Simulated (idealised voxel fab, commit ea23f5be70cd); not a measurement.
The following process module bears the name voxel self aligned contacts.
FYI the section here is cut, 265 nm wide, cells are 5 nm squares.
Format of a cross-section: grid, square cells. Given as bands. Order: top down. Band: one or more rows of cells.
Band: top and bottom heights (nm) first, top before bottom; then materials from left to right, widths in nm. "edge to edge" marks a sole material filling the band edge to edge. "blank" denotes empty space.
Height datum 0, below which the as-received substrate wafer is one material. Lowest band open at the bottom, running downward: "0 and below".
Think of "30 to 40" as a width that walks from the first number to the second as you go down the band, top row to bottom row, taking equal-sized steps from row to row.
Basically "nothing changed" means that step didn't change any cell in the cross-section.
"Closed internal voids": sealed empty spaces, 8 cells or more, no open way to top, listed width x height at distance, with distance from the left edge and width, height and distance in nm.
after a step's settings: what the simulator itself notes on the step
overlay nm: step with mask; distance mask lay right of planned place; negative value = left of planned place.
## Set out below are the planned steps of the process
1,RECEIVE,material Si
2,OXIDIZE,depth nm 5
3,DIRECTIONAL_DEP,material polySi,thk nm 30
4,DIRECTIONAL_DEP,material SiN,thk nm 20
5,PATTERN,tone cover,mask id GATE,material resist,width nm 30,pitch nm 65,thk nm 20,overlay nm 0
6,DIRECTIONAL_ETCH,etch materials SiN,depth nm 20
7,DIRECTIONAL_ETCH,etch materials polySi,depth nm 30
8,STRIP,etch materials resist
9,CONFORMAL_DEP,material SiN,thk nm 10
10,DIRECTIONAL_ETCH,etch materials SiN,depth nm 10
11,FILL_DEP,material SiO2,thk nm 15
12,CMP,height nm 55
13,DIRECTIONAL_DEP,material aC,thk nm 15
14,PATTERN,tone open,mask id CONTACT,material resist,width nm 45,thk nm 30,overlay nm 0
15,DIRECTIONAL_ETCH,etch materials aC,depth nm 15
16,STRIP,etch materials resist
17,DIRECTIONAL_ETCH,etch materials SiO2,depth nm 60
18,STRIP,etch materials aC
19,CONFORMAL_DEP,material TiN,thk nm 5
20,FILL_DEP,material Ru,thk nm 10
21,CMP,height nm 55
22,CONFORMAL_DEP,material SiN,thk nm 5
## First out of two wafers; run went to plan
## Incoming wafer, cross-sectional view, post step 1
> 0 and below: Si edge to edge
> Closed internal voids: none
## Upon completion of step 2, the wafer appears in cross-section as shown
> 0 down to -5: SiO2 edge to edge
> No changes below -5.
## Upon completion of step 3, the wafer appears in cross-section as shown
> 30 down to 0: polySi edge to edge
> No changes below 0.
## Upon completion of step 4, the wafer appears in cross-section as shown
> 50 down to 30: SiN edge to edge
> No changes below 30.
## Upon completion of step 5, the wafer appears in cross-section as shown
> 70 down to 50: 85 blank | 30 resist | 35 blank | 30 resist | 85 blank
> No changes below 50.
## Upon completion of step 6, the wafer appears in cross-section as shown
> 70 down to 50: 85 blank | 30 resist | 35 blank | 30 resist | 85 blank
> 50 down to 30: 85 blank | 30 SiN | 35 blank | 30 SiN | 85 blank
> No changes below 30.
## Upon completion of step 7, the wafer appears in cross-section as shown
> 70 down to 50: 85 blank | 30 resist | 35 blank | 30 resist | 85 blank
> 50 down to 30: 85 blank | 30 SiN | 35 blank | 30 SiN | 85 blank
> 30 down to 0: 85 blank | 30 polySi | 35 blank | 30 polySi | 85 blank
> No changes below 0.
## Upon completion of step 8, the wafer appears in cross-section as shown
> 50 down to 30: 85 blank | 30 SiN | 35 blank | 30 SiN | 85 blank
> No changes below 30.
## Upon completion of step 9, the wafer appears in cross-section as shown
> 60 down to 30: 75 blank | 50 SiN | 15 blank | 50 SiN | 75 blank
> 30 down to 10: 75 blank | 10 SiN | 30 polySi | 10 SiN | 15 blank | 10 SiN | 30 polySi | 10 SiN | 75 blank
> 10 down to 0: 85 SiN | 30 polySi | 35 SiN | 30 polySi | 85 SiN
> No changes below 0.
## Upon completion of step 10, the wafer appears in cross-section as shown
> 50 down to 30: 75 blank | 50 SiN | 15 blank | 50 SiN | 75 blank
> 30 down to 0: 75 blank | 10 SiN | 30 polySi | 10 SiN | 15 blank | 10 SiN | 30 polySi | 10 SiN | 75 blank
> No changes below 0.
## Upon completion of step 11, the wafer appears in cross-section as shown
> 65 down to 50: SiO2 edge to edge
> 50 down to 30: 75 SiO2 | 50 SiN | 15 SiO2 | 50 SiN | 75 SiO2
> 30 down to 0: 75 SiO2 | 10 SiN | 30 polySi | 10 SiN | 15 SiO2 | 10 SiN | 30 polySi | 10 SiN | 75 SiO2
> No changes below 0.
## Upon completion of step 12, the wafer appears in cross-section as shown
> 55 down to 50: SiO2 edge to edge
> No changes below 50.
## Upon completion of step 13, the wafer appears in cross-section as shown
> 70 down to 55: aC edge to edge
> No changes below 55.
## Upon completion of step 14, the wafer appears in cross-section as shown
> 100 down to 70: 110 resist | 45 blank | 110 resist
> No changes below 70.
## Upon completion of step 15, the wafer appears in cross-section as shown
> 85 down to 70: 110 resist | 45 blank | 110 resist
> 70 down to 55: 110 aC | 45 blank | 110 aC
> No changes below 55.
## Upon completion of step 16, the wafer appears in cross-section as shown
> 70 down to 55: 110 aC | 45 blank | 110 aC
> No changes below 55.
## Upon completion of step 17, the wafer appears in cross-section as shown
> 70 down to 55: 110 aC | 45 blank | 110 aC
> 55 down to 50: 110 SiO2 | 45 blank | 110 SiO2
> 50 down to 30: 75 SiO2 | 50 SiN | 15 blank | 50 SiN | 75 SiO2
> 30 down to 0: 75 SiO2 | 10 SiN | 30 polySi | 10 SiN | 15 blank | 10 SiN | 30 polySi | 10 SiN | 75 SiO2
> 0 down to -5: 125 SiO2 | 15 blank | 125 SiO2
> No changes below -5.
## Upon completion of step 18, the wafer appears in cross-section as shown
> 55 down to 50: 110 SiO2 | 45 blank | 110 SiO2
> No changes below 50.
## Upon completion of step 19, the wafer appears in cross-section as shown
> 60 down to 55: 115 TiN | 35 blank | 115 TiN
> 55 down to 50: 110 SiO2 | 20 TiN | 5 blank | 20 TiN | 110 SiO2
> 50 down to 30: 75 SiO2 | 50 SiN | 5 TiN | 5 blank | 5 TiN | 50 SiN | 75 SiO2
> 30 down to 0: 75 SiO2 | 10 SiN | 30 polySi | 10 SiN | 5 TiN | 5 blank | 5 TiN | 10 SiN | 30 polySi | 10 SiN | 75 SiO2
> 0 down to -5: 125 SiO2 | 15 TiN | 125 SiO2
> No changes below -5.
## Upon completion of step 20, the wafer appears in cross-section as shown
> 70 down to 60: Ru edge to edge
> 60 down to 55: 115 TiN | 35 Ru | 115 TiN
> 55 down to 50: 110 SiO2 | 20 TiN | 5 Ru | 20 TiN | 110 SiO2
> 50 down to 30: 75 SiO2 | 50 SiN | 5 TiN | 5 Ru | 5 TiN | 50 SiN | 75 SiO2
> 30 down to 0: 75 SiO2 | 10 SiN | 30 polySi | 10 SiN | 5 TiN | 5 Ru | 5 TiN | 10 SiN | 30 polySi | 10 SiN | 75 SiO2
> No changes below 0.
## Upon completion of step 21, the wafer appears in cross-section as shown
> 55 down to 50: 110 SiO2 | 20 TiN | 5 Ru | 20 TiN | 110 SiO2
> No changes below 50.
## Upon completion of step 22, the wafer appears in cross-section as shown
> 60 down to 55: SiN edge to edge
> No changes below 55.
## Notes, second wafer: start = first wafer's, plan = first wafer's, execution had one mistake; history identical to first through step 20
What the second wafer looks like in cross-section when step 21 should have wrapped up: nothing changed
## What the second wafer looks like in cross-section when step 22 should have wrapped up
> 75 down to 70: SiN edge to edge
> No changes below 70.
The mistake made against the process plan was this: plan step 21: skipped, not run
Final comparison by cell count, materials where the second wafer has more or fewer than the first: Ru: 113 more, TiN: 46 more
